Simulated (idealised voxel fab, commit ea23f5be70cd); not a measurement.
The process module that follows is named voxel quadruple lines.
In the cross-section labelled cut, the width is 175 nm and each square cell is 5 nm.
Square cells in a grid make up a cross-section in this document, and the grid is given as bands, listed from the top down, each one or more rows of cells. For a band, the entry starts with two heights in nm, that of the top and then that of the bottom, and carries on with the band's materials in order from left to right, each alongside its width in nm; the word "full width" beside a single material means it fills the band edge to edge, and "empty" means empty space. It should be noted that heights are counted from 0, beneath which the wafer as supplied is of one material throughout, and that the lowest band possesses no lower boundary but continues downward, as written in "top 0, no bottom". Read "30->40" as a graded width: first number on top, second number at the bottom, same change between each pair of neighbouring rows. "nothing changed" for a step: no cell of the cross-section changed in that step. In the "Closed cavity list" entry, you get each enclosed empty space of 8 cells or more, one with no open way to the top, written width x height at distance, distance from the left edge, in nm. Formally, on a step line, whatever follows the settings is a remark that the simulator itself makes on the step. If you see "overlay nm" on a step's line and that step has a mask, it's telling you how far right of where it was planned the mask ended up; a negative number means it went left instead.

**Listed below are the process steps as planned**
- 1: RECEIVE, material Si
- 2: CONFORMAL_DEP, material SiO2, thk nm 5
- 3: DIRECTIONAL_DEP, material TiN, thk nm 15
- 4: DIRECTIONAL_DEP, material polySi, thk nm 15
- 5: DIRECTIONAL_DEP, material aC, thk nm 20
- 6: PATTERN, tone cover, mask id MANDREL, material resist, width nm 35, thk nm 30, overlay nm 0
- 7: DIRECTIONAL_ETCH, etch materials aC, depth nm 20
- 8: STRIP, etch materials resist
- 9: CONFORMAL_DEP, material SiO2, thk nm 15
- 10: DIRECTIONAL_ETCH, etch materials SiO2, depth nm 15
- 11: STRIP, etch materials aC
- 12: DIRECTIONAL_ETCH, etch materials polySi, depth nm 15
- 13: STRIP, etch materials SiO2
- 14: CONFORMAL_DEP, material SiCN, thk nm 10
- 15: DIRECTIONAL_ETCH, etch materials SiCN, depth nm 10
- 16: STRIP, etch materials polySi
- 17: DIRECTIONAL_ETCH, etch materials TiN, depth nm 15
- 18: STRIP, etch materials SiCN
- 19: FILL_DEP, material SiO2, thk nm 5
- 20: CMP, height nm 20

**Step 1 complete: cross-section of the wafer as received**
	top 0, no bottom = Si full width
	Closed cavity list: none

**One mistake in running the module, otherwise start and plan as above: cross-section at the end**
	top 20, bottom 5 = 50 of SiO2; 10 of TiN; 15 of SiO2; 10 of TiN; 10 of SiO2; 10 of TiN; 15 of SiO2; 10 of TiN; 45 of SiO2
	top 5, bottom 0 = SiO2 full width
	top 0, no bottom = Si full width
	Closed cavity list: none
Finding, execution versus plan: step 6 did not happen as planned, as run it was PATTERN, tone cover, mask id MANDREL, material resist, width nm 30, thk nm 30, overlay nm 0
